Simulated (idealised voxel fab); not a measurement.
Process module name: voxel released beams
Section cut is 140 nm wide and gridded with 5 nm square cells.
Reading order for cross-sections: top band down to bottom band. Underlying form: a grid of square cells. Band size: one or more rows of cells. The entry gives the band's vertical extent as a top height and a bottom height in nm, then its horizontal make-up as materials from left to right, each with a width in nm. "blank" stands for empty space; a single material marked "edge to edge" fills the band edge to edge. Counting heights begins at 0, where everything beneath is, in the wafer as received, one material. The lowest band has no bottom; it goes on downwards, as "0 and below" shows. The notation "30 to 40" denotes a width that varies across the rows of cells in the band, beginning at the first number in the top row, finishing at the second number in the bottom row, and changing by an identical amount from each row to the next. Where a step carries "nothing got changed", the cross-section came out of it unchanged, cell for cell. The entry "Fully enclosed voids" lists the empty spaces that cover at least 8 cells and have no open path to the top. Each is written as width x height at distance, where the distance is measured from the left edge and all three values are in nm. Anything after a step's settings on that line? It's the simulator's own note about the step. Regarding "overlay nm": on a step with a mask, it is the distance the mask lay to the right of its planned place; a negative value places it to the left.
### plan
1 RECEIVE,material Si
2 CONFORMAL_DEP,material Al2O3,thk nm 5
3 DIRECTIONAL_DEP,material SiO2,thk nm 15
4 PATTERN,tone open,mask id ANCHOR,material resist,width nm 30,thk nm 15,overlay nm -15
5 DIRECTIONAL_ETCH,etch materials SiO2,depth nm 15
6 STRIP,etch materials resist
7 CONFORMAL_DEP,material W,thk nm 10
8 MASKED_ETCH,tone cover,mask id BEAM,width nm 85,etch materials W,depth nm 10,overlay nm 0
9 STRIP,etch materials SiO2
Split variable: overlay nm, step 4. Plan value = first wafer. Wafers start alike.
### The first of several wafers, as received after step 1, seen in section
  0 and below: Si edge to edge
  Fully enclosed voids: none
### Per-wafer rows below. For each material: cells gained (+) or lost (-) since the wafer was received, as of end of module. Then: closed voids
overlay nm -15; +28 Al2O3; +46 W; Fully enclosed voids: none
overlay nm -10; +28 Al2O3; +46 W; Fully enclosed voids: none
overlay nm -5; +28 Al2O3; +46 W; Fully enclosed voids: none
overlay nm 0; +28 Al2O3; +46 W; Fully enclosed voids: none
overlay nm 5; +28 Al2O3; +46 W; Fully enclosed voids: none
overlay nm 10; +28 Al2O3; +46 W; Fully enclosed voids: none
overlay nm 15; +28 Al2O3; +46 W; Fully enclosed voids: none
